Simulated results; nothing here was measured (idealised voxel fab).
Herein follows the process module entitled voxel local oxidation.
It is cross-section cut that appears here, measuring 295 nm in width, its square cells being 5 nm in size.
If you're reading a cross-section in this doc, picture square cells in a grid; it comes to you as bands, top ones listed first down to the bottom, and a band can be one or more rows of cells. Band: top height; bottom height; in nm. Then, left to right: material with width in nm, for each material. "all across": a single material spanning edge to edge. "blank": empty space. Note: height 0 marks the level under which the wafer is uniformly one material as received. Lowest band unbounded below, written "z 0 and below". Per-row width for "30..40": begins at first number (top row of band), ends at second number (bottom row), increment between rows held constant. "same as before", as given for a step, is the statement that not any cell of the cross-section underwent a change during that step. Each empty space that has no open way to the top and spans at least 8 cells appears under "Unvented voids" as width x height at distance, the distance counted from the left edge, all in nm. If you see something after the settings on a step's line, that's the simulator's own remark about that step. What "overlay nm" on a step's line means: if the step has a mask, that mask lay this far to the right of its planned place, or, when the value is negative, to the left.
Process steps (planned)
step 1: RECEIVE, material Si
step 2: CONFORMAL_DEP, material SiO2, thk nm 5
step 3: CONFORMAL_DEP, material SiN, thk nm 10
step 4: DIRECTIONAL_DEP, material aC, thk nm 15
step 5: PATTERN, tone cover, mask id ACTIVE, material resist, width nm 100, pitch nm 130, thk nm 35, overlay nm 0
step 6: DIRECTIONAL_ETCH, etch materials aC, depth nm 15
step 7: STRIP, etch materials resist
step 8: DIRECTIONAL_ETCH, etch materials SiN, depth nm 10
step 9: STRIP, etch materials aC
step 10: SELECTIVE_ETCH, etch materials SiO2, depth nm 5
step 11: OXIDIZE, depth nm 10
step 12: STRIP, etch materials SiN
Wafer as received: cross-section following step 1
- z 0 and below = Si all across
- Unvented voids: none
The cross-section shown corresponds to the wafer at the conclusion of the module. The initial structure and the process plan are those presented above; however, one mistake occurred in executing the plan
- z 5 to 0 = blank 45  SiO2 90  blank 40  SiO2 90  blank 30
- z 0 to -10 = SiO2 55  Si 70  SiO2 60  Si 70  SiO2 40
- z -10 and below = Si all across
- Unvented voids: none
Processing error: not per plan at step 5, really ran PATTERN, tone cover, mask id ACTIVE, material resist, width nm 100, pitch nm 130, thk nm 35, overlay nm 10
